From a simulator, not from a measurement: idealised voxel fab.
Process module, titled voxel released beams
The figure presents cross-section cut, which has a width of 230 nm and is divided into square cells with an edge length of 5 nm.
Cross-section layout: square cells on a grid; listed as bands, top to bottom; a band spans one or more cell rows.
This entry defines a band. It first specifies the height of the band's top and the height of its bottom in nm, and then specifies the band's materials from left to right, stating each material with its width in nm. The word "all across" identifies a single material that fills the band from edge to edge, while the word "empty" identifies empty space.
Height datum 0, below which the as-received substrate wafer is one material. Lowest band open at the bottom, running downward: "from 0 down".
With a width like "30..40", each row of cells in the band differs from the next by the same amount, the top row carrying the first number and the bottom row the second.
When a step is marked "no alterations made", none of the cells in the cross-section changed during that step.
"Enclosed void catalog": empty spaces of 8 cells or more with no open way to the top, each given as width x height at distance, distance from the left edge, all in nm.
Formally, on a step line, whatever follows the settings is a remark that the simulator itself makes on the step.
overlay nm: mask offset rightward from planned place, masked step; negative means leftward offset.
**Listed below are the process steps as planned**
| 1 | RECEIVE with material Si |
| 2 | CONFORMAL_DEP with material Al2O3, thk nm 10 |
| 3 | DIRECTIONAL_DEP with material SiO2, thk nm 15 |
| 4 | PATTERN with tone open, mask id ANCHOR, material resist, width nm 35, thk nm 15, overlay nm 0 |
| 5 | DIRECTIONAL_ETCH with etch materials SiO2, depth nm 15 |
| 6 | STRIP with etch materials resist |
| 7 | CONFORMAL_DEP with material polySi, thk nm 10 |
| 8 | DIRECTIONAL_DEP with material aC, thk nm 10 |
| 9 | PATTERN with tone cover, mask id BEAM, material resist, width nm 95, thk nm 25, overlay nm 0 |
| 10 | DIRECTIONAL_ETCH with etch materials aC, depth nm 10 |
| 11 | STRIP with etch materials resist |
| 12 | DIRECTIONAL_ETCH with etch materials polySi, depth nm 10 |
| 13 | STRIP with etch materials aC |
| 14 | STRIP with etch materials SiO2 |
**Cross-section of the wafer upon arrival, representing the state reached after step 1**
  from 0 down = Si all across
  Enclosed void catalog: none
**Here's the cross-section of the first of our two wafers at the end of the module - it ran as planned**
  from 35 to 25 = empty 65; polySi 15; empty 15; polySi 65; empty 70
  from 25 to 20 = empty 70; polySi 10; empty 15; polySi 10; empty 125
  from 20 to 10 = empty 70; polySi 35; empty 125
  from 10 to 0 = Al2O3 all across
  from 0 down = Si all across
  Enclosed void catalog: none
**Now the second wafer, cross-sectioned at the end of the module. Nothing different at the start, nothing different in the plan compared with the first, just one mistake when it was actually run**
  from 35 to 25 = empty 65; polySi 50; empty 115
  from 25 to 20 = empty 60; polySi 10; SiO2 35; polySi 10; empty 115
  from 20 to 10 = empty 60; polySi 10; SiO2 35; polySi 55; empty 70
  from 10 to 0 = Al2O3 all across
  from 0 down = Si all across
  Enclosed void catalog: none
Run error: step 4 was processed under conditions differing from the plan, specifically as PATTERN with tone cover, mask id ANCHOR, material resist, width nm 35, thk nm 15, overlay nm 0
Materials where the second wafer ends with more or fewer cells than the first: SiO2 +21
